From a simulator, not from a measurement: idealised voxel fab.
Process module under the name voxel transistor to metal
The cross-section on display is named cut; it measures 270 nm wide, and its cells are 5 nm squares.
Format of a cross-section: grid, square cells. Given as bands. Order: top down. Band: one or more rows of cells. Read a band's entry like this: the first values are the height of its top and the height of its bottom in nm, and what follows is the sequence of materials from left to right, each with its width in nm. Note that "blank" is empty space, and that a single material marked "throughout" reaches across the band from edge to edge. A quick word on heights: they are counted from 0, and under that level the wafer as it came to us is one material throughout. The lowest band is different from the rest in having no bottom; it simply continues downward, written as in "0 down". The expression "30..40" gives the width at the extremes of the band, the first number at its top row of cells and the second at its bottom row, with the width changing by equal amounts from each row to the next in between. "remains unaltered" for a step: no cell of the cross-section changed in that step. For the entry "Sealed cavities", the listed items are empty spaces with no open way to the top whose size is 8 cells or more; each item follows the pattern width x height at distance, where distance is from the left edge and all three are in nm. Past the settings on a step's line: simulator remark, on that step. overlay nm: step with mask; distance mask lay right of planned place; negative value = left of planned place.

-- The planned process steps are enumerated hereunder
1: RECEIVE,material Si
2: OXIDIZE,depth nm 5
3: CONFORMAL_DEP,material SiN,thk nm 15
4: DIRECTIONAL_DEP,material aC,thk nm 10
5: PATTERN,tone cover,mask id ACTIVE,material resist,width nm 105,pitch nm 135,thk nm 30,overlay nm 0
6: DIRECTIONAL_ETCH,etch materials aC,depth nm 10
7: STRIP,etch materials resist
8: DIRECTIONAL_ETCH,etch materials SiN,depth nm 15
9: DIRECTIONAL_ETCH,etch materials SiO2,depth nm 5
10: DIRECTIONAL_ETCH,etch materials Si,depth nm 35
11: STRIP,etch materials aC
12: OXIDIZE,depth nm 5
13: FILL_DEP,material SiO2,thk nm 15
14: CMP,height nm 15
15: SELECTIVE_ETCH,etch materials SiO2,depth nm 15
16: STRIP,etch materials SiN
17: SELECTIVE_ETCH,etch materials SiO2,depth nm 5
18: OXIDIZE,depth nm 5
19: DIRECTIONAL_DEP,material polySi,thk nm 25
20: DIRECTIONAL_DEP,material SiCN,thk nm 10
21: PATTERN,tone cover,mask id GATE,material resist,width nm 25,pitch nm 135,thk nm 15,overlay nm 0
22: DIRECTIONAL_ETCH,etch materials SiCN,depth nm 20
23: DIRECTIONAL_ETCH,etch materials polySi,depth nm 35
24: STRIP,etch materials resist
25: CONFORMAL_DEP,material SiO2,thk nm 5
26: DIRECTIONAL_ETCH,etch materials SiO2,depth nm 5
27: CONFORMAL_DEP,material SiN,thk nm 5
28: DIRECTIONAL_ETCH,etch materials SiN,depth nm 5
29: DIRECTIONAL_ETCH,etch materials SiO2,depth nm 5
30: DIRECTIONAL_ETCH,etch materials Si,depth nm 10
31: EPI,material pSi,thk nm 15
32: FILL_DEP,material SiO2,thk nm 5
33: CMP,height nm 30
34: DIRECTIONAL_DEP,material SiO2,thk nm 10
35: MASKED_ETCH,tone open,mask id CONTACT,width nm 15,etch materials SiO2,depth nm 45,overlay nm 0
36: CONFORMAL_DEP,material TiN,thk nm 5
37: FILL_DEP,material W,thk nm 10
38: CMP,height nm 40
39: DIRECTIONAL_DEP,material TiN,thk nm 5
40: DIRECTIONAL_DEP,material W,thk nm 25
41: PATTERN,tone cover,mask id METAL_1,material resist,width nm 15,thk nm 20,overlay nm 0
42: DIRECTIONAL_ETCH,etch materials W,depth nm 25
43: DIRECTIONAL_ETCH,etch materials TiN,depth nm 5
44: STRIP,etch materials resist
45: CONFORMAL_DEP,material SiCN,thk nm 5
46: FILL_DEP,material SiO2,thk nm 5
47: CMP,height nm 70
48: CONFORMAL_DEP,material SiCN,thk nm 5

-- Cross-section of the wafer at receipt, which is the condition after step 1
- 0 down: Si throughout
- Sealed cavities: none

-- Starting wafer: above. Plan: above. Run: one mistake. Cross-section after the module: below
- 75 to 70: SiCN throughout
- 70 to 45: SiO2=15  SiCN=5  W=15  SiCN=5  SiO2=55  SiCN=5  W=15  SiCN=5  SiO2=30  SiCN=5  W=15  SiCN=5  SiO2=55  SiCN=5  W=15  SiCN=5  SiO2=15
- 45 to 40: SiCN=20  TiN=15  SiCN=65  TiN=15  SiCN=40  TiN=15  SiCN=65  TiN=15  SiCN=20
- 40 to 25: SiO2=20  TiN=5  W=5  TiN=5  SiO2=65  TiN=5  W=5  TiN=5  SiO2=40  TiN=5  W=5  TiN=5  SiO2=65  TiN=5  W=5  TiN=5  SiO2=20
- 25 to 20: SiO2=20  TiN=15  SiO2=65  TiN=15  SiO2=40  TiN=15  SiO2=65  TiN=15  SiO2=20
- 20 to -5: polySi throughout
- -5 to -10: SiO2 throughout
- -10 to -45: SiO2=20  Si=95  SiO2=40  Si=95  SiO2=20
- -45 down: Si throughout
- Sealed cavities: none
So what did we get wrong on this run? in deviation from the planned setting, step 20 was conducted as DIRECTIONAL_DEP,material SiO2,thk nm 10
